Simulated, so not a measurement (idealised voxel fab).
The name of this process module is voxel gate over fins.
Square cell edge 5 nm, section width 205 nm, ID cut.
This document writes a cross-section as a grid whose cells are square, and gives it as bands, listed from the top down; one or more rows of cells form a band.
Band: top height; bottom height; in nm. Then, left to right: material with width in nm, for each material. "throughout": a single material spanning edge to edge. "blank": empty space.
Height reference: 0 = level under which incoming wafer is all one material. Lowest band: no bottom, runs on downward, e.g. "from 0 down".
The expression "30 to 40" gives the width at the extremes of the band, the first number at its top row of cells and the second at its bottom row, with the width changing by equal amounts from each row to the next in between.
For the purposes of this document, the phrase "no change occurred" attached to a step denotes that no cell within the cross-section was modified by that step.
If an empty space has no open way to the top and is at least 8 cells in size, "Unvented internal voids" lists it, written width x height at distance, where distance is measured from the left edge and every value is in nm.
Anything after a step's settings on that line? It's the simulator's own note about the step.
A step's line can hold "overlay nm"; with a mask on that step, the setting says how far right of the planned place the mask lay, while a negative setting says it lay to the left.

# This section lists the process steps that were planned
1,RECEIVE with material Si
2,CONFORMAL_DEP with material SiN, thk nm 10
3,PATTERN with tone cover, mask id FINS, material resist, width nm 15, pitch nm 35, thk nm 15, overlay nm 0
4,DIRECTIONAL_ETCH with etch materials SiN, depth nm 10
5,DIRECTIONAL_ETCH with etch materials Si, depth nm 35
6,STRIP with etch materials resist
7,FILL_DEP with material SiO2, thk nm 10
8,CMP with height nm 10
9,SELECTIVE_ETCH with etch materials SiO2, depth nm 20
10,STRIP with etch materials SiN
11,CONFORMAL_DEP with material HfO2, thk nm 5
12,CONFORMAL_DEP with material TiN, thk nm 5
13,FILL_DEP with material W, thk nm 15
14,CMP with height nm 20
15,CONFORMAL_DEP with material SiCN, thk nm 10

# First of the two wafers, run per plan

# The cross-section here shows the wafer as received, i.e. in its state after step 1
from 0 down | Si throughout
Unvented internal voids: none

# Sectional view: wafer, after step 2
from 10 to 0 | SiN throughout
Heights below 0 show no change.

# Sectional view: wafer, after step 3
from 25 to 10 | 40 of blank, then 15 of resist, then 20 of blank, then 15 of resist, then 20 of blank, then 15 of resist, then 20 of blank, then 15 of resist, then 45 of blank
Heights below 10 show no change.

# Sectional view: wafer, after step 4
from 25 to 10 | 40 of blank, then 15 of resist, then 20 of blank, then 15 of resist, then 20 of blank, then 15 of resist, then 20 of blank, then 15 of resist, then 45 of blank
from 10 to 0 | 40 of blank, then 15 of SiN, then 20 of blank, then 15 of SiN, then 20 of blank, then 15 of SiN, then 20 of blank, then 15 of SiN, then 45 of blank
Heights below 0 show no change.

# Sectional view: wafer, after step 5
from 25 to 10 | 40 of blank, then 15 of resist, then 20 of blank, then 15 of resist, then 20 of blank, then 15 of resist, then 20 of blank, then 15 of resist, then 45 of blank
from 10 to 0 | 40 of blank, then 15 of SiN, then 20 of blank, then 15 of SiN, then 20 of blank, then 15 of SiN, then 20 of blank, then 15 of SiN, then 45 of blank
from 0 to -35 | 40 of blank, then 15 of Si, then 20 of blank, then 15 of Si, then 20 of blank, then 15 of Si, then 20 of blank, then 15 of Si, then 45 of blank
Heights below -35 show no change.

# Sectional view: wafer, after step 6
from 10 to 0 | 40 of blank, then 15 of SiN, then 20 of blank, then 15 of SiN, then 20 of blank, then 15 of SiN, then 20 of blank, then 15 of SiN, then 45 of blank
Heights below 0 show no change.

# Sectional view: wafer, after step 7
from 20 to 10 | SiO2 throughout
from 10 to 0 | 40 of SiO2, then 15 of SiN, then 20 of SiO2, then 15 of SiN, then 20 of SiO2, then 15 of SiN, then 20 of SiO2, then 15 of SiN, then 45 of SiO2
from 0 to -35 | 40 of SiO2, then 15 of Si, then 20 of SiO2, then 15 of Si, then 20 of SiO2, then 15 of Si, then 20 of SiO2, then 15 of Si, then 45 of SiO2
Heights below -35 show no change.

# Sectional view: wafer, after step 8
from 10 to 0 | 40 of SiO2, then 15 of SiN, then 20 of SiO2, then 15 of SiN, then 20 of SiO2, then 15 of SiN, then 20 of SiO2, then 15 of SiN, then 45 of SiO2
Heights below 0 show no change.

# Sectional view: wafer, after step 9
from 10 to 0 | 40 of blank, then 15 of SiN, then 20 of blank, then 15 of SiN, then 20 of blank, then 15 of SiN, then 20 of blank, then 15 of SiN, then 45 of blank
from 0 to -10 | 40 of blank, then 15 of Si, then 20 of blank, then 15 of Si, then 20 of blank, then 15 of Si, then 20 of blank, then 15 of Si, then 45 of blank
Heights below -10 show no change.

# Sectional view: wafer, after step 10
from 0 to -10 | 40 of blank, then 15 of Si, then 20 of blank, then 15 of Si, then 20 of blank, then 15 of Si, then 20 of blank, then 15 of Si, then 45 of blank
Heights below -10 show no change.

# Sectional view: wafer, after step 11
from 5 to 0 | 35 of blank, then 25 of HfO2, then 10 of blank, then 25 of HfO2, then 10 of blank, then 25 of HfO2, then 10 of blank, then 25 of HfO2, then 40 of blank
from 0 to -5 | 35 of blank, then 5 of HfO2, then 15 of Si, then 5 of HfO2, then 10 of blank, then 5 of HfO2, then 15 of Si, then 5 of HfO2, then 10 of blank, then 5 of HfO2, then 15 of Si, then 5 of HfO2, then 10 of blank, then 5 of HfO2, then 15 of Si, then 5 of HfO2, then 40 of blank
from -5 to -10 | 40 of HfO2, then 15 of Si, then 20 of HfO2, then 15 of Si, then 20 of HfO2, then 15 of Si, then 20 of HfO2, then 15 of Si, then 45 of HfO2
Heights below -10 show no change.

# Sectional view: wafer, after step 12
from 10 to 5 | 30 of blank, then 140 of TiN, then 35 of blank
from 5 to 0 | 30 of blank, then 5 of TiN, then 25 of HfO2, then 10 of TiN, then 25 of HfO2, then 10 of TiN, then 25 of HfO2, then 10 of TiN, then 25 of HfO2, then 5 of TiN, then 35 of blank
from 0 to -5 | 35 of TiN, then 5 of HfO2, then 15 of Si, then 5 of HfO2, then 10 of TiN, then 5 of HfO2, then 15 of Si, then 5 of HfO2, then 10 of TiN, then 5 of HfO2, then 15 of Si, then 5 of HfO2, then 10 of TiN, then 5 of HfO2, then 15 of Si, then 5 of HfO2, then 40 of TiN
Heights below -5 show no change.

# Sectional view: wafer, after step 13
from 25 to 10 | W throughout
from 10 to 5 | 30 of W, then 140 of TiN, then 35 of W
from 5 to 0 | 30 of W, then 5 of TiN, then 25 of HfO2, then 10 of TiN, then 25 of HfO2, then 10 of TiN, then 25 of HfO2, then 10 of TiN, then 25 of HfO2, then 5 of TiN, then 35 of W
Heights below 0 show no change.

# Sectional view: wafer, after step 14
from 20 to 10 | W throughout
Heights below 10 show no change.

# Sectional view: wafer, after step 15
from 30 to 20 | SiCN throughout
Heights below 20 show no change.

# second wafer: like start, like plan, one mistake. Through step 6 it matches the first wafer

# when step 7 should have ended
from 20 to 10 | W throughout
from 10 to 0 | 40 of W, then 15 of SiN, then 20 of W, then 15 of SiN, then 20 of W, then 15 of SiN, then 20 of W, then 15 of SiN, then 45 of W
from 0 to -35 | 40 of W, then 15 of Si, then 20 of W, then 15 of Si, then 20 of W, then 15 of Si, then 20 of W, then 15 of Si, then 45 of W
Heights below -35 show no change.

# when step 8 should have ended
from 10 to 0 | 40 of W, then 15 of SiN, then 20 of W, then 15 of SiN, then 20 of W, then 15 of SiN, then 20 of W, then 15 of SiN, then 45 of W
Heights below 0 show no change.

when step 9 should have ended: no change occurred

# when step 10 should have ended
from 10 to 0 | 40 of W, then 15 of blank, then 20 of W, then 15 of blank, then 20 of W, then 15 of blank, then 20 of W, then 15 of blank, then 45 of W
Heights below 0 show no change.

# when step 11 should have ended
from 15 to 10 | 45 of HfO2, then 5 of blank, then 30 of HfO2, then 5 of blank, then 30 of HfO2, then 5 of blank, then 30 of HfO2, then 5 of blank, then 50 of HfO2
from 10 to 5 | 40 of W, then 5 of HfO2, then 5 of blank, then 5 of HfO2, then 20 of W, then 5 of HfO2, then 5 of blank, then 5 of HfO2, then 20 of W, then 5 of HfO2, then 5 of blank, then 5 of HfO2, then 20 of W, then 5 of HfO2, then 5 of blank, then 5 of HfO2, then 45 of W
from 5 to 0 | 40 of W, then 15 of HfO2, then 20 of W, then 15 of HfO2, then 20 of W, then 15 of HfO2, then 20 of W, then 15 of HfO2, then 45 of W
Heights below 0 show no change.

# when step 12 should have ended
from 20 to 15 | TiN throughout
from 15 to 10 | 45 of HfO2, then 5 of TiN, then 30 of HfO2, then 5 of TiN, then 30 of HfO2, then 5 of TiN, then 30 of HfO2, then 5 of TiN, then 50 of HfO2
from 10 to 5 | 40 of W, then 5 of HfO2, then 5 of TiN, then 5 of HfO2, then 20 of W, then 5 of HfO2, then 5 of TiN, then 5 of HfO2, then 20 of W, then 5 of HfO2, then 5 of TiN, then 5 of HfO2, then 20 of W, then 5 of HfO2, then 5 of TiN, then 5 of HfO2, then 45 of W
Heights below 5 show no change.

# when step 13 should have ended
from 35 to 20 | W throughout
Heights below 20 show no change.

# when step 14 should have ended
from 20 to 15 | TiN throughout
Heights below 15 show no change.

# when step 15 should have ended
from 30 to 20 | SiCN throughout
Heights below 20 show no change.
Nonconformance to the process plan: step 7: run off-plan, actual operation and settings FILL_DEP with material W, thk nm 10
Wafer comparison, final, in cells, second relative to first, materials more or fewer: -145 SiO2, -8 TiN, +153 W
